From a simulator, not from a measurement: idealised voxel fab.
process module | voxel transistor to metal
cross-section cut | 170 nm wide | cells 5 nm
A cross-section is a grid of square cells, given in bands from the top down. A band is one or more rows of cells.
Each band's line starts with the height of the band's top and of its bottom, in nm. Then come its materials from left to right, each with its width in nm. One material with "throughout" fills the band from edge to edge. "air" is empty space.
Height 0 is the level under which the wafer as received is all one material. The lowest band goes on downwards, as in "0 down".
A width such as "30 to 40" changes by the same amount from each row of cells to the next, from the band's top row to its bottom row.
"no change" after a step means that no cell of the cross-section changed.
closed voids: empty space of 8 cells or more with no open way to the top, each as width x height at its distance from the left edge, in nm
after a step's settings: what the simulator itself notes on the step
overlay nm, on a step with a mask: how far to the right of its planned place the mask lay; to the left if negative
Each pair below shows a cross-section before one step and the cross-section after it, down to the lowest band that changed. The line under each pair gives the step between them, with its settings. The pairs can come from different runs of this module on the same starting wafer, so a pair continues from the pair above only where its "before" says so.
before
  25 to 20: air 65 | SiN 10 | air 20 | SiN 10 | air 65
  20 to -5: SiO2 65 | SiN 10 | air 20 | SiN 10 | SiO2 65
  -5 to -10: SiO2 60 | nSi 5 | SiO2 5 | air 30 | SiO2 5 | nSi 5 | SiO2 60
  -10 to -15: SiO2 30 | nSi 35 | Si 40 | nSi 30 | SiO2 35
  -15 to -35: SiO2 30 | Si 105 | SiO2 35
  -35 down: Si throughout
  closed voids: none
after
  30 to 25: air 60 | HfO2 20 | air 10 | HfO2 20 | air 60
  25 to 20: HfO2 65 | SiN 10 | HfO2 5 | air 10 | HfO2 5 | SiN 10 | HfO2 65
  20 to -5: SiO2 65 | SiN 10 | HfO2 5 | air 10 | HfO2 5 | SiN 10 | SiO2 65
  -5 to -10: SiO2 60 | nSi 5 | SiO2 5 | HfO2 30 | SiO2 5 | nSi 5 | SiO2 60
  below -10: unchanged
  closed voids: none
the step between: op CONFORMAL_DEP | material HfO2 | thk nm 5
before: the cross-section after the pair above
after
  35 to 30: air 55 | TiN 60 | air 55
  30 to 25: TiN 60 | HfO2 20 | TiN 10 | HfO2 20 | TiN 60
  25 to 20: HfO2 65 | SiN 10 | HfO2 5 | TiN 10 | HfO2 5 | SiN 10 | HfO2 65
  20 to -5: SiO2 65 | SiN 10 | HfO2 5 | TiN 10 | HfO2 5 | SiN 10 | SiO2 65
  below -5: unchanged
  closed voids: none
the step between: op CONFORMAL_DEP | material TiN | thk nm 5
before: the cross-section after the pair above
after
  40 to 35: W throughout
  35 to 30: W 55 | TiN 60 | W 55
  below 30: unchanged
  closed voids: none
the step between: op FILL_DEP | material W | thk nm 5
before: the cross-section after the pair above
after
  20 to -5: SiO2 65 | SiN 10 | HfO2 5 | TiN 10 | HfO2 5 | SiN 10 | SiO2 65
  below -5: unchanged
  closed voids: none
the step between: op CMP | height nm 20
before: the cross-section after the pair above
after
  30 to 20: SiO2 throughout
  below 20: unchanged
  closed voids: none
the step between: op DIRECTIONAL_DEP | material SiO2 | thk nm 10
before: the cross-section after the pair above
after
  30 to 20: SiO2 35 | air 20 | SiO2 55 | air 20 | SiO2 40
  20 to -5: SiO2 35 | air 20 | SiO2 10 | SiN 10 | HfO2 5 | TiN 10 | HfO2 5 | SiN 10 | SiO2 5 | air 20 | SiO2 40
  -5 to -10: SiO2 35 | air 20 | SiO2 5 | nSi 5 | SiO2 5 | HfO2 30 | SiO2 5 | nSi 5 | air 20 | SiO2 40
  below -10: unchanged
  closed voids: none
the step between: op MASKED_ETCH | tone open | mask id CONTACT | width nm 20 | pitch nm 75 | etch materials SiO2 | depth nm 40 | overlay nm 0
before: the cross-section after the pair above
after
  35 to 30: TiN 40 | air 10 | TiN 65 | air 10 | TiN 45
  30 to 20: SiO2 35 | TiN 5 | air 10 | TiN 5 | SiO2 55 | TiN 5 | air 10 | TiN 5 | SiO2 40
  20 to -5: SiO2 35 | TiN 5 | air 10 | TiN 5 | SiO2 10 | SiN 10 | HfO2 5 | TiN 10 | HfO2 5 | SiN 10 | SiO2 5 | TiN 5 | air 10 | TiN 5 | SiO2 40
  -5 to -10: SiO2 35 | TiN 20 | SiO2 5 | nSi 5 | SiO2 5 | HfO2 30 | SiO2 5 | nSi 5 | TiN 20 | SiO2 40
  below -10: unchanged
  closed voids: none
the step between: op CONFORMAL_DEP | material TiN | thk nm 5
before: the cross-section after the pair above
after
  45 to 35: Ru throughout
  35 to 30: TiN 40 | Ru 10 | TiN 65 | Ru 10 | TiN 45
  30 to 20: SiO2 35 | TiN 5 | Ru 10 | TiN 5 | SiO2 55 | TiN 5 | Ru 10 | TiN 5 | SiO2 40
  20 to -5: SiO2 35 | TiN 5 | Ru 10 | TiN 5 | SiO2 10 | SiN 10 | HfO2 5 | TiN 10 | HfO2 5 | SiN 10 | SiO2 5 | TiN 5 | Ru 10 | TiN 5 | SiO2 40
  below -5: unchanged
  closed voids: none
the step between: op FILL_DEP | material Ru | thk nm 10
before: the cross-section after the pair above
after
  30 to 20: SiO2 35 | TiN 5 | Ru 10 | TiN 5 | SiO2 55 | TiN 5 | Ru 10 | TiN 5 | SiO2 40
  below 20: unchanged
  closed voids: none
the step between: op CMP | height nm 30
before: the cross-section after the pair above
after
  35 to 30: SiCN throughout
  below 30: unchanged
  closed voids: none
the step between: op CONFORMAL_DEP | material SiCN | thk nm 5
before: the cross-section after the pair above
after
  60 to 35: SiO2 throughout
  below 35: unchanged
  closed voids: none
the step between: op DIRECTIONAL_DEP | material SiO2 | thk nm 25
before: the cross-section after the pair above
after
  70 to 60: aC throughout
  below 60: unchanged
  closed voids: none
the step between: op DIRECTIONAL_DEP | material aC | thk nm 10
before: the cross-section after the pair above
after
  100 to 70: resist 35 | air 20 | resist 55 | air 20 | resist 40
  below 70: unchanged
  closed voids: none
the step between: op PATTERN | tone open | mask id METAL_1 | material resist | width nm 20 | pitch nm 75 | thk nm 30 | overlay nm 0
before: the cross-section after the pair above
after
  90 to 70: resist 35 | air 20 | resist 55 | air 20 | resist 40
  70 to 60: aC 35 | air 20 | aC 55 | air 20 | aC 40
  below 60: unchanged
  closed voids: none
the step between: op DIRECTIONAL_ETCH | etch materials aC | depth nm 10
before: the cross-section after the pair above
after
  70 to 60: aC 35 | air 20 | aC 55 | air 20 | aC 40
  below 60: unchanged
  closed voids: none
the step between: op STRIP | etch materials resist
before: the cross-section after the pair above
after
  70 to 60: aC 35 | air 20 | aC 55 | air 20 | aC 40
  60 to 35: SiO2 35 | air 20 | SiO2 55 | air 20 | SiO2 40
  below 35: unchanged
  closed voids: none
the step between: op DIRECTIONAL_ETCH | etch materials SiO2 | depth nm 25
before: the cross-section after the pair above
after
  70 to 60: aC 35 | air 20 | aC 55 | air 20 | aC 40
  60 to 35: SiO2 35 | air 20 | SiO2 55 | air 20 | SiO2 40
  35 to 30: SiCN 35 | air 20 | SiCN 55 | air 20 | SiCN 40
  below 30: unchanged
  closed voids: none
the step between: op DIRECTIONAL_ETCH | etch materials SiCN | depth nm 5
before: the cross-section after the pair above
after
  60 to 35: SiO2 35 | air 20 | SiO2 55 | air 20 | SiO2 40
  below 35: unchanged
  closed voids: none
the step between: op STRIP | etch materials aC
before: the cross-section after the pair above
after
  65 to 60: TiN 40 | air 10 | TiN 65 | air 10 | TiN 45
  60 to 35: SiO2 35 | TiN 5 | air 10 | TiN 5 | SiO2 55 | TiN 5 | air 10 | TiN 5 | SiO2 40
  35 to 30: SiCN 35 | TiN 20 | SiCN 55 | TiN 20 | SiCN 40
  below 30: unchanged
  closed voids: none
the step between: op CONFORMAL_DEP | material TiN | thk nm 5
before: the cross-section after the pair above
after
  70 to 65: Cu throughout
  65 to 60: TiN 40 | Cu 10 | TiN 65 | Cu 10 | TiN 45
  60 to 35: SiO2 35 | TiN 5 | Cu 10 | TiN 5 | SiO2 55 | TiN 5 | Cu 10 | TiN 5 | SiO2 40
  below 35: unchanged
  closed voids: none
the step between: op FILL_DEP | material Cu | thk nm 5
before: the cross-section after the pair above
after
  60 to 35: SiO2 35 | TiN 5 | Cu 10 | TiN 5 | SiO2 55 | TiN 5 | Cu 10 | TiN 5 | SiO2 40
  below 35: unchanged
  closed voids: none
the step between: op CMP | height nm 60
before: the cross-section after the pair above
after
  65 to 60: SiN throughout
  below 60: unchanged
  closed voids: none
the step between: op CONFORMAL_DEP | material SiN | thk nm 5
before
  30 to 20: SiO2 throughout
  20 to 0: SiO2 60 | SiN 10 | HfO2 5 | TiN 5 | W 5 | TiN 5 | HfO2 5 | SiN 10 | SiO2 65
  0 to -5: SiO2 60 | SiN 10 | HfO2 5 | TiN 15 | HfO2 5 | SiN 10 | SiO2 65
  -5 to -10: SiO2 55 | nSi 5 | SiO2 5 | HfO2 35 | SiO2 5 | nSi 5 | SiO2 60
  -10 to -15: SiO2 30 | nSi 30 | Si 45 | nSi 30 | SiO2 35
  -15 to -35: SiO2 30 | Si 105 | SiO2 35
  -35 down: Si throughout
  closed voids: none
after
  30 to 20: SiO2 40 | air 20 | SiO2 55 | air 20 | SiO2 35
  20 to 0: SiO2 40 | air 20 | SiN 10 | HfO2 5 | TiN 5 | W 5 | TiN 5 | HfO2 5 | SiN 10 | SiO2 10 | air 20 | SiO2 35
  0 to -5: SiO2 40 | air 20 | SiN 10 | HfO2 5 | TiN 15 | HfO2 5 | SiN 10 | SiO2 10 | air 20 | SiO2 35
  -5 to -10: SiO2 40 | air 15 | nSi 5 | SiO2 5 | HfO2 35 | SiO2 5 | nSi 5 | SiO2 5 | air 20 | SiO2 35
  below -10: unchanged
  closed voids: none
the step between: op MASKED_ETCH | tone open | mask id CONTACT | width nm 20 | pitch nm 75 | etch materials SiO2 | depth nm 40 | overlay nm 5
before: the cross-section after the pair above
after
  35 to 30: TiN 45 | air 10 | TiN 65 | air 10 | TiN 40
  30 to 20: SiO2 40 | TiN 5 | air 10 | TiN 5 | SiO2 55 | TiN 5 | air 10 | TiN 5 | SiO2 35
  20 to 0: SiO2 40 | TiN 5 | air 10 | TiN 5 | SiN 10 | HfO2 5 | TiN 5 | W 5 | TiN 5 | HfO2 5 | SiN 10 | SiO2 10 | TiN 5 | air 10 | TiN 5 | SiO2 35
  0 to -5: SiO2 40 | TiN 5 | air 5 | TiN 10 | SiN 10 | HfO2 5 | TiN 15 | HfO2 5 | SiN 10 | SiO2 10 | TiN 5 | air 10 | TiN 5 | SiO2 35
  -5 to -10: SiO2 40 | TiN 15 | nSi 5 | SiO2 5 | HfO2 35 | SiO2 5 | nSi 5 | SiO2 5 | TiN 20 | SiO2 35
  below -10: unchanged
  closed voids: none
the step between: op CONFORMAL_DEP | material TiN | thk nm 5
before: the cross-section after the pair above
after
  45 to 35: Ru throughout
  35 to 30: TiN 45 | Ru 10 | TiN 65 | Ru 10 | TiN 40
  30 to 20: SiO2 40 | TiN 5 | Ru 10 | TiN 5 | SiO2 55 | TiN 5 | Ru 10 | TiN 5 | SiO2 35
  20 to 0: SiO2 40 | TiN 5 | Ru 10 | TiN 5 | SiN 10 | HfO2 5 | TiN 5 | W 5 | TiN 5 | HfO2 5 | SiN 10 | SiO2 10 | TiN 5 | Ru 10 | TiN 5 | SiO2 35
  0 to -5: SiO2 40 | TiN 5 | Ru 5 | TiN 10 | SiN 10 | HfO2 5 | TiN 15 | HfO2 5 | SiN 10 | SiO2 10 | TiN 5 | Ru 10 | TiN 5 | SiO2 35
  below -5: unchanged
  closed voids: none
the step between: op FILL_DEP | material Ru | thk nm 10
before: the cross-section after the pair above
after
  30 to 20: SiO2 40 | TiN 5 | Ru 10 | TiN 5 | SiO2 55 | TiN 5 | Ru 10 | TiN 5 | SiO2 35
  below 20: unchanged
  closed voids: none
the step between: op CMP | height nm 30
before: the cross-section after the pair above
after
  35 to 30: SiCN throughout
  below 30: unchanged
  closed voids: none
the step between: op CONFORMAL_DEP | material SiCN | thk nm 5
before: the cross-section after the pair above
after
  60 to 35: SiO2 throughout
  below 35: unchanged
  closed voids: none
the step between: op DIRECTIONAL_DEP | material SiO2 | thk nm 25
before: the cross-section after the pair above
after
  70 to 60: aC throughout
  below 60: unchanged
  closed voids: none
the step between: op DIRECTIONAL_DEP | material aC | thk nm 10
before: the cross-section after the pair above
after
  100 to 70: resist 35 | air 20 | resist 55 | air 20 | resist 40
  below 70: unchanged
  closed voids: none
the step between: op PATTERN | tone open | mask id METAL_1 | material resist | width nm 20 | pitch nm 75 | thk nm 30 | overlay nm 0
before: the cross-section after the pair above
after
  90 to 70: resist 35 | air 20 | resist 55 | air 20 | resist 40
  70 to 60: aC 35 | air 20 | aC 55 | air 20 | aC 40
  below 60: unchanged
  closed voids: none
the step between: op DIRECTIONAL_ETCH | etch materials aC | depth nm 10
before: the cross-section after the pair above
after
  70 to 60: aC 35 | air 20 | aC 55 | air 20 | aC 40
  below 60: unchanged
  closed voids: none
the step between: op STRIP | etch materials resist
before: the cross-section after the pair above
after
  70 to 60: aC 35 | air 20 | aC 55 | air 20 | aC 40
  60 to 35: SiO2 35 | air 20 | SiO2 55 | air 20 | SiO2 40
  below 35: unchanged
  closed voids: none
the step between: op DIRECTIONAL_ETCH | etch materials SiO2 | depth nm 25
before: the cross-section after the pair above
after
  70 to 60: aC 35 | air 20 | aC 55 | air 20 | aC 40
  60 to 35: SiO2 35 | air 20 | SiO2 55 | air 20 | SiO2 40
  35 to 30: SiCN 35 | air 20 | SiCN 55 | air 20 | SiCN 40
  below 30: unchanged
  closed voids: none
the step between: op DIRECTIONAL_ETCH | etch materials SiCN | depth nm 5
before: the cross-section after the pair above
after
  60 to 35: SiO2 35 | air 20 | SiO2 55 | air 20 | SiO2 40
  below 35: unchanged
  closed voids: none
the step between: op STRIP | etch materials aC
before: the cross-section after the pair above
after
  65 to 60: TiN 40 | air 10 | TiN 65 | air 10 | TiN 45
  60 to 35: SiO2 35 | TiN 5 | air 10 | TiN 5 | SiO2 55 | TiN 5 | air 10 | TiN 5 | SiO2 40
  35 to 30: SiCN 35 | TiN 20 | SiCN 55 | TiN 20 | SiCN 40
  below 30: unchanged
  closed voids: none
the step between: op CONFORMAL_DEP | material TiN | thk nm 5
before: the cross-section after the pair above
after
  70 to 65: Cu throughout
  65 to 60: TiN 40 | Cu 10 | TiN 65 | Cu 10 | TiN 45
  60 to 35: SiO2 35 | TiN 5 | Cu 10 | TiN 5 | SiO2 55 | TiN 5 | Cu 10 | TiN 5 | SiO2 40
  below 35: unchanged
  closed voids: none
the step between: op FILL_DEP | material Cu | thk nm 5
before: the cross-section after the pair above
after
  60 to 35: SiO2 35 | TiN 5 | Cu 10 | TiN 5 | SiO2 55 | TiN 5 | Cu 10 | TiN 5 | SiO2 40
  below 35: unchanged
  closed voids: none
the step between: op CMP | height nm 60
before: the cross-section after the pair above
after
  65 to 60: SiN throughout
  below 60: unchanged
  closed voids: none
the step between: op CONFORMAL_DEP | material SiN | thk nm 5
before
  30 to 20: SiO2 35 | TiN 5 | Ru 10 | TiN 5 | SiO2 55 | TiN 5 | Ru 10 | TiN 5 | SiO2 40
  20 to 0: SiO2 35 | TiN 5 | Ru 10 | TiN 5 | SiO2 5 | SiN 10 | HfO2 5 | TiN 5 | W 5 | TiN 5 | HfO2 5 | SiN 10 | SiO2 5 | TiN 5 | Ru 10 | TiN 5 | SiO2 40
  0 to -5: SiO2 35 | TiN 5 | Ru 10 | TiN 5 | SiO2 5 | SiN 10 | HfO2 5 | TiN 15 | HfO2 5 | SiN 10 | SiO2 5 | TiN 5 | Ru 10 | TiN 5 | SiO2 40
  -5 to -10: SiO2 35 | TiN 20 | nSi 5 | SiO2 5 | HfO2 35 | SiO2 5 | nSi 5 | TiN 20 | SiO2 40
  -10 to -15: SiO2 30 | nSi 30 | Si 45 | nSi 30 | SiO2 35
  -15 to -35: SiO2 30 | Si 105 | SiO2 35
  -35 down: Si throughout
  closed voids: none
after
  35 to 30: Cu throughout
  below 30: unchanged
  closed voids: none
the step between: op CONFORMAL_DEP | material Cu | thk nm 5
before: the cross-section after the pair above
after
  60 to 35: SiO2 throughout
  below 35: unchanged
  closed voids: none
the step between: op DIRECTIONAL_DEP | material SiO2 | thk nm 25
before: the cross-section after the pair above
after
  70 to 60: aC throughout
  below 60: unchanged
  closed voids: none
the step between: op DIRECTIONAL_DEP | material aC | thk nm 10
before: the cross-section after the pair above
after
  100 to 70: resist 35 | air 20 | resist 55 | air 20 | resist 40
  below 70: unchanged
  closed voids: none
the step between: op PATTERN | tone open | mask id METAL_1 | material resist | width nm 20 | pitch nm 75 | thk nm 30 | overlay nm 0
before: the cross-section after the pair above
after
  90 to 70: resist 35 | air 20 | resist 55 | air 20 | resist 40
  70 to 60: aC 35 | air 20 | aC 55 | air 20 | aC 40
  below 60: unchanged
  closed voids: none
the step between: op DIRECTIONAL_ETCH | etch materials aC | depth nm 10
before: the cross-section after the pair above
after
  70 to 60: aC 35 | air 20 | aC 55 | air 20 | aC 40
  below 60: unchanged
  closed voids: none
the step between: op STRIP | etch materials resist
before: the cross-section after the pair above
after
  70 to 60: aC 35 | air 20 | aC 55 | air 20 | aC 40
  60 to 35: SiO2 35 | air 20 | SiO2 55 | air 20 | SiO2 40
  below 35: unchanged
  closed voids: none
the step between: op DIRECTIONAL_ETCH | etch materials SiO2 | depth nm 25
before: the cross-section after the pair above
after
  60 to 35: SiO2 35 | air 20 | SiO2 55 | air 20 | SiO2 40
  below 35: unchanged
  closed voids: none
the step between: op STRIP | etch materials aC
before: the cross-section after the pair above
after
  65 to 60: TiN 40 | air 10 | TiN 65 | air 10 | TiN 45
  60 to 40: SiO2 35 | TiN 5 | air 10 | TiN 5 | SiO2 55 | TiN 5 | air 10 | TiN 5 | SiO2 40
  40 to 35: SiO2 35 | TiN 20 | SiO2 55 | TiN 20 | SiO2 40
  below 35: unchanged
  closed voids: none
the step between: op CONFORMAL_DEP | material TiN | thk nm 5
before: the cross-section after the pair above
after
  70 to 65: Cu throughout
  65 to 60: TiN 40 | Cu 10 | TiN 65 | Cu 10 | TiN 45
  60 to 40: SiO2 35 | TiN 5 | Cu 10 | TiN 5 | SiO2 55 | TiN 5 | Cu 10 | TiN 5 | SiO2 40
  below 40: unchanged
  closed voids: none
the step between: op FILL_DEP | material Cu | thk nm 5
before: the cross-section after the pair above
after
  60 to 40: SiO2 35 | TiN 5 | Cu 10 | TiN 5 | SiO2 55 | TiN 5 | Cu 10 | TiN 5 | SiO2 40
  below 40: unchanged
  closed voids: none
the step between: op CMP | height nm 60
before: the cross-section after the pair above
after
  65 to 60: SiN throughout
  below 60: unchanged
  closed voids: none
the step between: op CONFORMAL_DEP | material SiN | thk nm 5
before
  30 to 20: SiO2 throughout
  20 to 0: SiO2 60 | SiN 10 | HfO2 5 | TiN 5 | W 5 | TiN 5 | HfO2 5 | SiN 10 | SiO2 65
  0 to -5: SiO2 60 | SiN 10 | HfO2 5 | TiN 15 | HfO2 5 | SiN 10 | SiO2 65
  -5 to -10: SiO2 55 | nSi 5 | SiO2 5 | HfO2 35 | SiO2 5 | nSi 5 | SiO2 60
  -10 to -15: SiO2 30 | nSi 30 | Si 45 | nSi 30 | SiO2 35
  -15 to -35: SiO2 30 | Si 105 | SiO2 35
  -35 down: Si throughout
  closed voids: none
after
  30 to 20: air 35 | SiO2 20 | air 55 | SiO2 20 | air 40
  20 to 0: air 35 | SiO2 20 | air 5 | SiN 10 | HfO2 5 | TiN 5 | W 5 | TiN 5 | HfO2 5 | SiN 10 | air 5 | SiO2 20 | air 40
  0 to -5: air 35 | SiO2 20 | air 5 | SiN 10 | HfO2 5 | TiN 15 | HfO2 5 | SiN 10 | air 5 | SiO2 20 | air 40
  -5 to -10: air 35 | SiO2 20 | nSi 5 | SiO2 5 | HfO2 35 | SiO2 5 | nSi 5 | SiO2 20 | air 40
  below -10: unchanged
  closed voids: none
the step between: op MASKED_ETCH | tone cover | mask id CONTACT | width nm 20 | pitch nm 75 | etch materials SiO2 | depth nm 40 | overlay nm 0
before: the cross-section after the pair above
after
  35 to 30: air 30 | TiN 30 | air 45 | TiN 30 | air 35
  30 to 25: air 30 | TiN 5 | SiO2 20 | TiN 5 | air 45 | TiN 5 | SiO2 20 | TiN 5 | air 35
  25 to 20: air 30 | TiN 5 | SiO2 20 | TiN 55 | SiO2 20 | TiN 5 | air 35
  20 to 0: air 30 | TiN 5 | SiO2 20 | TiN 5 | SiN 10 | HfO2 5 | TiN 5 | W 5 | TiN 5 | HfO2 5 | SiN 10 | TiN 5 | SiO2 20 | TiN 5 | air 35
  0 to -5: air 30 | TiN 5 | SiO2 20 | TiN 5 | SiN 10 | HfO2 5 | TiN 15 | HfO2 5 | SiN 10 | TiN 5 | SiO2 20 | TiN 5 | air 35
  -5 to -10: TiN 35 | SiO2 20 | nSi 5 | SiO2 5 | HfO2 35 | SiO2 5 | nSi 5 | SiO2 20 | TiN 40
  below -10: unchanged
  closed voids: none
the step between: op CONFORMAL_DEP | material TiN | thk nm 5
before: the cross-section after the pair above
after
  45 to 35: Ru throughout
  35 to 30: Ru 30 | TiN 30 | Ru 45 | TiN 30 | Ru 35
  30 to 25: Ru 30 | TiN 5 | SiO2 20 | TiN 5 | Ru 45 | TiN 5 | SiO2 20 | TiN 5 | Ru 35
  25 to 20: Ru 30 | TiN 5 | SiO2 20 | TiN 55 | SiO2 20 | TiN 5 | Ru 35
  20 to 0: Ru 30 | TiN 5 | SiO2 20 | TiN 5 | SiN 10 | HfO2 5 | TiN 5 | W 5 | TiN 5 | HfO2 5 | SiN 10 | TiN 5 | SiO2 20 | TiN 5 | Ru 35
  0 to -5: Ru 30 | TiN 5 | SiO2 20 | TiN 5 | SiN 10 | HfO2 5 | TiN 15 | HfO2 5 | SiN 10 | TiN 5 | SiO2 20 | TiN 5 | Ru 35
  below -5: unchanged
  closed voids: none
the step between: op FILL_DEP | material Ru | thk nm 10
before: the cross-section after the pair above
after
  30 to 25: Ru 30 | TiN 5 | SiO2 20 | TiN 5 | Ru 45 | TiN 5 | SiO2 20 | TiN 5 | Ru 35
  below 25: unchanged
  closed voids: none
the step between: op CMP | height nm 30
before: the cross-section after the pair above
after
  35 to 30: SiCN throughout
  below 30: unchanged
  closed voids: none
the step between: op CONFORMAL_DEP | material SiCN | thk nm 5
before: the cross-section after the pair above
after
  60 to 35: SiO2 throughout
  below 35: unchanged
  closed voids: none
the step between: op DIRECTIONAL_DEP | material SiO2 | thk nm 25
before: the cross-section after the pair above
after
  70 to 60: aC throughout
  below 60: unchanged
  closed voids: none
the step between: op DIRECTIONAL_DEP | material aC | thk nm 10
before: the cross-section after the pair above
after
  100 to 70: resist 35 | air 20 | resist 55 | air 20 | resist 40
  below 70: unchanged
  closed voids: none
the step between: op PATTERN | tone open | mask id METAL_1 | material resist | width nm 20 | pitch nm 75 | thk nm 30 | overlay nm 0
before: the cross-section after the pair above
after
  90 to 70: resist 35 | air 20 | resist 55 | air 20 | resist 40
  70 to 60: aC 35 | air 20 | aC 55 | air 20 | aC 40
  below 60: unchanged
  closed voids: none
the step between: op DIRECTIONAL_ETCH | etch materials aC | depth nm 10
before: the cross-section after the pair above
after
  70 to 60: aC 35 | air 20 | aC 55 | air 20 | aC 40
  below 60: unchanged
  closed voids: none
the step between: op STRIP | etch materials resist
before: the cross-section after the pair above
after
  70 to 60: aC 35 | air 20 | aC 55 | air 20 | aC 40
  60 to 35: SiO2 35 | air 20 | SiO2 55 | air 20 | SiO2 40
  below 35: unchanged
  closed voids: none
the step between: op DIRECTIONAL_ETCH | etch materials SiO2 | depth nm 25
before: the cross-section after the pair above
after
  70 to 60: aC 35 | air 20 | aC 55 | air 20 | aC 40
  60 to 35: SiO2 35 | air 20 | SiO2 55 | air 20 | SiO2 40
  35 to 30: SiCN 35 | air 20 | SiCN 55 | air 20 | SiCN 40
  below 30: unchanged
  closed voids: none
the step between: op DIRECTIONAL_ETCH | etch materials SiCN | depth nm 5
before: the cross-section after the pair above
after
  60 to 35: SiO2 35 | air 20 | SiO2 55 | air 20 | SiO2 40
  below 35: unchanged
  closed voids: none
the step between: op STRIP | etch materials aC
before: the cross-section after the pair above
after
  65 to 60: TiN 40 | air 10 | TiN 65 | air 10 | TiN 45
  60 to 35: SiO2 35 | TiN 5 | air 10 | TiN 5 | SiO2 55 | TiN 5 | air 10 | TiN 5 | SiO2 40
  35 to 30: SiCN 35 | TiN 20 | SiCN 55 | TiN 20 | SiCN 40
  below 30: unchanged
  closed voids: none
the step between: op CONFORMAL_DEP | material TiN | thk nm 5
before: the cross-section after the pair above
after
  70 to 65: Cu throughout
  65 to 60: TiN 40 | Cu 10 | TiN 65 | Cu 10 | TiN 45
  60 to 35: SiO2 35 | TiN 5 | Cu 10 | TiN 5 | SiO2 55 | TiN 5 | Cu 10 | TiN 5 | SiO2 40
  below 35: unchanged
  closed voids: none
the step between: op FILL_DEP | material Cu | thk nm 5
before: the cross-section after the pair above
after
  60 to 35: SiO2 35 | TiN 5 | Cu 10 | TiN 5 | SiO2 55 | TiN 5 | Cu 10 | TiN 5 | SiO2 40
  below 35: unchanged
  closed voids: none
the step between: op CMP | height nm 60
before: the cross-section after the pair above
after
  65 to 60: SiN throughout
  below 60: unchanged
  closed voids: none
the step between: op CONFORMAL_DEP | material SiN | thk nm 5
